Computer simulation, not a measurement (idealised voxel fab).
A process module follows: voxel released beams.
The cross-section on display is named cut; it measures 290 nm wide, and its cells are 5 nm squares.
Cross-section, as written here: a square-cell grid given band by band from the top down, where a band holds one or more rows of cells. It is stipulated that each band's entry specify, in nanometres, the height of the top of the band and then that of its bottom, followed by the materials of the band in left-to-right sequence, each together with its width in nanometres. A single material marked by the word "edge to edge" is understood to fill the band from edge to edge; the word "empty" is understood to denote empty space. All heights in this document are referenced to 0, defined as the level beneath which the wafer, as received, consists entirely of one material. The lowest band is not bounded below; it extends indefinitely downward and is written in the form "0 nm and below". Quick explanation for "30 to 40": the width changes in equal steps down the rows of cells, from the first number in the band's top row to the second number in its bottom row. Step marked "nothing altered"? Then no cell in the cross-section changed in it. Entry "Encapsulated voids" = empty spaces >= 8 cells with no open way to the top; each as width x height at distance, distance from left edge, all nm. Heads up: the bit after the settings on a step's line is the simulator's remark on that step. "overlay nm", when on a step's line for a step with a mask, measures how far to the right of its planned place the mask lay; a negative measure means to the left.

# Planned step list for the process
1. RECEIVE: material Si
2. CONFORMAL_DEP: material SiN, thk nm 5
3. DIRECTIONAL_DEP: material SiO2, thk nm 10
4. DIRECTIONAL_DEP: material aC, thk nm 10
5. PATTERN: tone open, mask id ANCHOR, material resist, width nm 40, thk nm 25, overlay nm 0
6. DIRECTIONAL_ETCH: etch materials aC, depth nm 10
7. STRIP: etch materials resist
8. DIRECTIONAL_ETCH: etch materials SiO2, depth nm 10
9. STRIP: etch materials aC
10. CONFORMAL_DEP: material W, thk nm 15
11. MASKED_ETCH: tone cover, mask id BEAM, width nm 120, etch materials W, depth nm 15, overlay nm 0
12. STRIP: etch materials SiO2

# The following pertains to the first of two wafers, which was processed as planned

# Cross-section of the wafer upon arrival, representing the state reached after step 1
- 0 nm and below: Si edge to edge
- Encapsulated voids: none

# Wafer xsec, post step 2
- 5 nm to 0 nm: SiN edge to edge
- Unchanged below 0.

# Wafer xsec, post step 3
- 15 nm to 5 nm: SiO2 edge to edge
- Unchanged below 5.

# Wafer xsec, post step 4
- 25 nm to 15 nm: aC edge to edge
- Unchanged below 15.

# Wafer xsec, post step 5
- 50 nm to 25 nm: resist: 85 / empty: 40 / resist: 165
- Unchanged below 25.

# Wafer xsec, post step 6
- 40 nm to 25 nm: resist: 85 / empty: 40 / resist: 165
- 25 nm to 15 nm: aC: 85 / empty: 40 / aC: 165
- Unchanged below 15.

# Wafer xsec, post step 7
- 25 nm to 15 nm: aC: 85 / empty: 40 / aC: 165
- Unchanged below 15.

# Wafer xsec, post step 8
- 25 nm to 15 nm: aC: 85 / empty: 40 / aC: 165
- 15 nm to 5 nm: SiO2: 85 / empty: 40 / SiO2: 165
- Unchanged below 5.

# Wafer xsec, post step 9
- 15 nm to 5 nm: SiO2: 85 / empty: 40 / SiO2: 165
- Unchanged below 5.

# Wafer xsec, post step 10
- 30 nm to 20 nm: W: 100 / empty: 10 / W: 180
- 20 nm to 15 nm: W edge to edge
- 15 nm to 5 nm: SiO2: 85 / W: 40 / SiO2: 165
- Unchanged below 5.

# Wafer xsec, post step 11
- 30 nm to 20 nm: empty: 80 / W: 20 / empty: 10 / W: 90 / empty: 90
- 20 nm to 15 nm: empty: 80 / W: 120 / empty: 90
- Unchanged below 15.

# Wafer xsec, post step 12
- 30 nm to 20 nm: empty: 80 / W: 20 / empty: 10 / W: 90 / empty: 90
- 20 nm to 15 nm: empty: 80 / W: 120 / empty: 90
- 15 nm to 5 nm: empty: 85 / W: 40 / empty: 165
- Unchanged below 5.

# Here the second wafer is described. Its start and its plan were those of the first wafer. Its run contained one mistake. Up to and including step 1, it did exactly what the first wafer did

when step 2 should have ended: nothing altered

# when step 3 should have ended
- 10 nm to 0 nm: SiO2 edge to edge
- Unchanged below 0.

# when step 4 should have ended
- 20 nm to 10 nm: aC edge to edge
- Unchanged below 10.

# when step 5 should have ended
- 45 nm to 20 nm: resist: 85 / empty: 40 / resist: 165
- Unchanged below 20.

# when step 6 should have ended
- 35 nm to 20 nm: resist: 85 / empty: 40 / resist: 165
- 20 nm to 10 nm: aC: 85 / empty: 40 / aC: 165
- Unchanged below 10.

# when step 7 should have ended
- 20 nm to 10 nm: aC: 85 / empty: 40 / aC: 165
- Unchanged below 10.

# when step 8 should have ended
- 20 nm to 10 nm: aC: 85 / empty: 40 / aC: 165
- 10 nm to 0 nm: SiO2: 85 / empty: 40 / SiO2: 165
- Unchanged below 0.

# when step 9 should have ended
- 10 nm to 0 nm: SiO2: 85 / empty: 40 / SiO2: 165
- Unchanged below 0.

# when step 10 should have ended
- 25 nm to 15 nm: W: 100 / empty: 10 / W: 180
- 15 nm to 10 nm: W edge to edge
- 10 nm to 0 nm: SiO2: 85 / W: 40 / SiO2: 165
- Unchanged below 0.

# when step 11 should have ended
- 25 nm to 15 nm: empty: 80 / W: 20 / empty: 10 / W: 90 / empty: 90
- 15 nm to 10 nm: empty: 80 / W: 120 / empty: 90
- Unchanged below 10.

# when step 12 should have ended
- 25 nm to 15 nm: empty: 80 / W: 20 / empty: 10 / W: 90 / empty: 90
- 15 nm to 10 nm: empty: 80 / W: 120 / empty: 90
- 10 nm to 0 nm: empty: 85 / W: 40 / empty: 165
- Unchanged below 0.
Where did the run depart from the plan? step 2 of the plan never got run, it was skipped over
Wafer comparison, final, in cells, second relative to first, materials more or fewer: SiN -58
